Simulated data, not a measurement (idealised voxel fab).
process module | voxel self aligned contacts
cross-section cut | 285 nm wide | cells 5 nm
A cross-section is a grid of square cells, given in bands from the top down. A band is one or more rows of cells.
Each band's line starts with the height of the band's top and of its bottom, in nm. Then come its materials from left to right, each with its width in nm. One material with "throughout" fills the band from edge to edge. "air" is empty space.
Height 0 is the level under which the wafer as received is all one material. The lowest band goes on downwards, as in "0 down".
A width such as "30 to 40" changes by the same amount from each row of cells to the next, from the band's top row to its bottom row.
"no change" after a step means that no cell of the cross-section changed.
closed voids: empty space of 8 cells or more with no open way to the top, each as width x height at its distance from the left edge, in nm
after a step's settings: what the simulator itself notes on the step
overlay nm, on a step with a mask: how far to the right of its planned place the mask lay; to the left if negative
plan
1 op RECEIVE | material Si
2 op OXIDIZE | depth nm 5
3 op DIRECTIONAL_DEP | material polySi | thk nm 20
4 op DIRECTIONAL_DEP | material SiN | thk nm 20
5 op DIRECTIONAL_DEP | material aC | thk nm 10
6 op PATTERN | tone cover | mask id GATE | material resist | width nm 25 | pitch nm 55 | thk nm 30 | overlay nm 0
7 op DIRECTIONAL_ETCH | etch materials aC | depth nm 10
8 op STRIP | etch materials resist
9 op DIRECTIONAL_ETCH | etch materials SiN | depth nm 20
10 op DIRECTIONAL_ETCH | etch materials polySi | depth nm 20
11 op STRIP | etch materials aC
12 op CONFORMAL_DEP | material SiN | thk nm 5
13 op DIRECTIONAL_ETCH | etch materials SiN | depth nm 5
14 op FILL_DEP | material SiO2 | thk nm 10
15 op CMP | height nm 45
16 op PATTERN | tone open | mask id CONTACT | material resist | width nm 40 | pitch nm 55 | thk nm 15 | overlay nm 0
17 op DIRECTIONAL_ETCH | etch materials SiO2 | depth nm 50
18 op STRIP | etch materials resist
19 op CONFORMAL_DEP | material TiN | thk nm 5
20 op FILL_DEP | material W | thk nm 5
21 op CMP | height nm 45
22 op CONFORMAL_DEP | material SiCN | thk nm 5
as received, after step 1
  0 down: Si throughout
  closed voids: none
a wafer at the end: this start, this plan, one mistake
  50 to 45: SiCN throughout
  45 to 40: SiO2 70 | SiN 35 | TiN 20 | SiN 35 | TiN 20 | SiN 35 | SiO2 70
  40 to 20: SiN throughout
  20 to 0: polySi throughout
  0 to -5: SiO2 throughout
  -5 down: Si throughout
  closed voids: none
what went wrong: step 4 was run twice
